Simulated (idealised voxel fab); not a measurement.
process module | voxel ribs on slabs
cross-section cut | 155 nm wide | cells 5 nm
A cross-section is a grid of square cells, given in bands from the top down. A band is one or more rows of cells.
Each band's line starts with the height of the band's top and of its bottom, in nm. Then come its materials from left to right, each with its width in nm. One material with "throughout" fills the band from edge to edge. "air" is empty space.
Height 0 is the level under which the wafer as received is all one material. The lowest band goes on downwards, as in "0 down".
A width such as "30 to 40" changes by the same amount from each row of cells to the next, from the band's top row to its bottom row.
"no change" after a step means that no cell of the cross-section changed.
closed voids: empty space of 8 cells or more with no open way to the top, each as width x height at its distance from the left edge, in nm
after a step's settings: what the simulator itself notes on the step
overlay nm, on a step with a mask: how far to the right of its planned place the mask lay; to the left if negative
plan
1 op RECEIVE | material Si
2 op DIRECTIONAL_DEP | material SiO2 | thk nm 25
3 op DIRECTIONAL_DEP | material SiN | thk nm 20
4 op DIRECTIONAL_DEP | material aC | thk nm 10
5 op PATTERN | tone cover | mask id RIB | material resist | width nm 30 | thk nm 25 | overlay nm 0
6 op DIRECTIONAL_ETCH | etch materials aC | depth nm 10
7 op STRIP | etch materials resist
8 op DIRECTIONAL_ETCH | etch materials SiN | depth nm 5
9 op STRIP | etch materials aC
10 op MASKED_ETCH | tone cover | mask id SLAB | width nm 90 | etch materials SiN | depth nm 15 | overlay nm 0
11 op FILL_DEP | material SiO2 | thk nm 25
12 op CMP | height nm 60
13 op DIRECTIONAL_DEP | material W | thk nm 5
14 op DIRECTIONAL_DEP | material aC | thk nm 15
15 op PATTERN | tone cover | mask id HEATER | material resist | width nm 40 | thk nm 30 | overlay nm 0
16 op DIRECTIONAL_ETCH | etch materials aC | depth nm 15
17 op STRIP | etch materials resist
18 op DIRECTIONAL_ETCH | etch materials W | depth nm 5
19 op STRIP | etch materials aC
20 op CONFORMAL_DEP | material SiO2 | thk nm 10
first wafer, as planned
as received, after step 1
  0 down: Si throughout
  closed voids: none
after step 2
  25 to 0: SiO2 throughout
  below 0: unchanged
after step 3
  45 to 25: SiN throughout
  below 25: unchanged
after step 4
  55 to 45: aC throughout
  below 45: unchanged
after step 5
  80 to 55: air 60 | resist 30 | air 65
  below 55: unchanged
after step 6
  70 to 55: air 60 | resist 30 | air 65
  55 to 45: air 60 | aC 30 | air 65
  below 45: unchanged
after step 7
  55 to 45: air 60 | aC 30 | air 65
  below 45: unchanged
after step 8
  55 to 45: air 60 | aC 30 | air 65
  45 to 40: air 60 | SiN 30 | air 65
  below 40: unchanged
after step 9
  45 to 40: air 60 | SiN 30 | air 65
  below 40: unchanged
after step 10
  45 to 40: air 60 | SiN 30 | air 65
  40 to 25: air 30 | SiN 90 | air 35
  below 25: unchanged
after step 11
  70 to 45: SiO2 throughout
  45 to 40: SiO2 60 | SiN 30 | SiO2 65
  40 to 25: SiO2 30 | SiN 90 | SiO2 35
  below 25: unchanged
after step 12
  60 to 45: SiO2 throughout
  below 45: unchanged
after step 13
  65 to 60: W throughout
  below 60: unchanged
after step 14
  80 to 65: aC throughout
  below 65: unchanged
after step 15
  110 to 80: air 55 | resist 40 | air 60
  below 80: unchanged
after step 16
  95 to 80: air 55 | resist 40 | air 60
  80 to 65: air 55 | aC 40 | air 60
  below 65: unchanged
after step 17
  80 to 65: air 55 | aC 40 | air 60
  below 65: unchanged
after step 18
  80 to 65: air 55 | aC 40 | air 60
  65 to 60: air 55 | W 40 | air 60
  below 60: unchanged
after step 19
  65 to 60: air 55 | W 40 | air 60
  below 60: unchanged
after step 20
  75 to 70: air 45 | SiO2 60 | air 50
  70 to 65: SiO2 throughout
  65 to 60: SiO2 55 | W 40 | SiO2 60
  below 60: unchanged
second wafer: like start, like plan, one mistake. Through step 9 it matches the first wafer
when step 10 should have ended
  40 to 30: SiN 30 | air 90 | SiN 35
  30 to 25: SiN 30 | air 30 | SiN 30 | air 30 | SiN 35
  below 25: unchanged
when step 11 should have ended
  65 to 40: SiO2 throughout
  40 to 30: SiN 30 | SiO2 90 | SiN 35
  30 to 25: SiN 30 | SiO2 30 | SiN 30 | SiO2 30 | SiN 35
  below 25: unchanged
when step 12 should have ended
  60 to 40: SiO2 throughout
  below 40: unchanged
when step 13 should have ended
  65 to 60: W throughout
  below 60: unchanged
when step 14 should have ended
  80 to 65: aC throughout
  below 65: unchanged
when step 15 should have ended
  110 to 80: air 55 | resist 40 | air 60
  below 80: unchanged
when step 16 should have ended
  95 to 80: air 55 | resist 40 | air 60
  80 to 65: air 55 | aC 40 | air 60
  below 65: unchanged
when step 17 should have ended
  80 to 65: air 55 | aC 40 | air 60
  below 65: unchanged
when step 18 should have ended
  80 to 65: air 55 | aC 40 | air 60
  65 to 60: air 55 | W 40 | air 60
  below 60: unchanged
when step 19 should have ended
  65 to 60: air 55 | W 40 | air 60
  below 60: unchanged
when step 20 should have ended
  75 to 70: air 45 | SiO2 60 | air 50
  70 to 65: SiO2 throughout
  65 to 60: SiO2 55 | W 40 | SiO2 60
  below 60: unchanged
what went wrong: step 10 ran as: op MASKED_ETCH | tone open | mask id SLAB | width nm 90 | etch materials SiN | depth nm 15 | overlay nm 0
at the end the second wafer has, in cells: 15 fewer of SiN | 15 more of SiO2
